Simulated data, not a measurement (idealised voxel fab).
Name of the process module below: voxel ribs on slabs
Section shown: cut. Width: 145 nm. Cell size: 5 nm, square.
Reading order for cross-sections: top band down to bottom band. Underlying form: a grid of square cells. Band size: one or more rows of cells. Read a band's entry like this: the first values are the height of its top and the height of its bottom in nm, and what follows is the sequence of materials from left to right, each with its width in nm. Note that "air" is empty space, and that a single material marked "all across" reaches across the band from edge to edge. Heights are reckoned from 0. Under this level, the received wafer is all of one material. The bottommost band is open-ended downward, for example "from 0 down". The width entry "30 to 40" should be interpreted row by row: the top row of cells in the band takes the first number, the bottom row takes the second number, and the change between adjacent rows is uniform throughout. "stayed the same", as given for a step, is the statement that not any cell of the cross-section underwent a change during that step. For the entry "Sealed-off cavities", the listed items are empty spaces with no open way to the top whose size is 8 cells or more; each item follows the pattern width x height at distance, where distance is from the left edge and all three are in nm. Whatever follows a step's settings on its line is a remark the simulator itself makes about that step. Regarding "overlay nm": on a step with a mask, it is the distance the mask lay to the right of its planned place; a negative value places it to the left.

SO HERE'S THE LINEUP OF PROCESS STEPS WE PLANNED
1 RECEIVE,material Si
2 DIRECTIONAL_DEP,material SiO2,thk nm 25
3 DIRECTIONAL_DEP,material polySi,thk nm 15
4 DIRECTIONAL_DEP,material aC,thk nm 15
5 PATTERN,tone cover,mask id RIB,material resist,width nm 25,thk nm 35,overlay nm 0
6 DIRECTIONAL_ETCH,etch materials aC,depth nm 15
7 STRIP,etch materials resist
8 DIRECTIONAL_ETCH,etch materials polySi,depth nm 10
9 STRIP,etch materials aC
10 DIRECTIONAL_DEP,material aC,thk nm 10
11 PATTERN,tone cover,mask id SLAB,material resist,width nm 85,thk nm 25,overlay nm 0
12 DIRECTIONAL_ETCH,etch materials aC,depth nm 10
13 STRIP,etch materials resist
14 DIRECTIONAL_ETCH,etch materials polySi,depth nm 5
15 STRIP,etch materials aC
16 FILL_DEP,material SiO2,thk nm 20
17 CMP,height nm 50
18 DIRECTIONAL_DEP,material W,thk nm 10
19 PATTERN,tone cover,mask id HEATER,material resist,width nm 35,thk nm 15,overlay nm 0
20 DIRECTIONAL_ETCH,etch materials W,depth nm 10
21 STRIP,etch materials resist
22 CONFORMAL_DEP,material SiN,thk nm 10

WAFER AS RECEIVED: CROSS-SECTION FOLLOWING STEP 1
* from 0 down  Si all across
* Sealed-off cavities: none

CROSS-SECTION, END OF MODULE. START: AS ABOVE. PLAN: AS ABOVE. EXECUTION: ONE MISTAKE
* from 70 to 60  air: 45; SiN: 55; air: 45
* from 60 to 50  SiN: 55; W: 35; SiN: 55
* from 50 to 35  SiO2 all across
* from 35 to 30  SiO2: 60; polySi: 25; SiO2: 60
* from 30 to 25  polySi: 30; SiO2: 30; polySi: 25; SiO2: 30; polySi: 30
* from 25 to 0  SiO2 all across
* from 0 down  Si all across
* Sealed-off cavities: none
Short version of what went wrong: step 11 ran as: PATTERN,tone open,mask id SLAB,material resist,width nm 85,thk nm 25,overlay nm 0
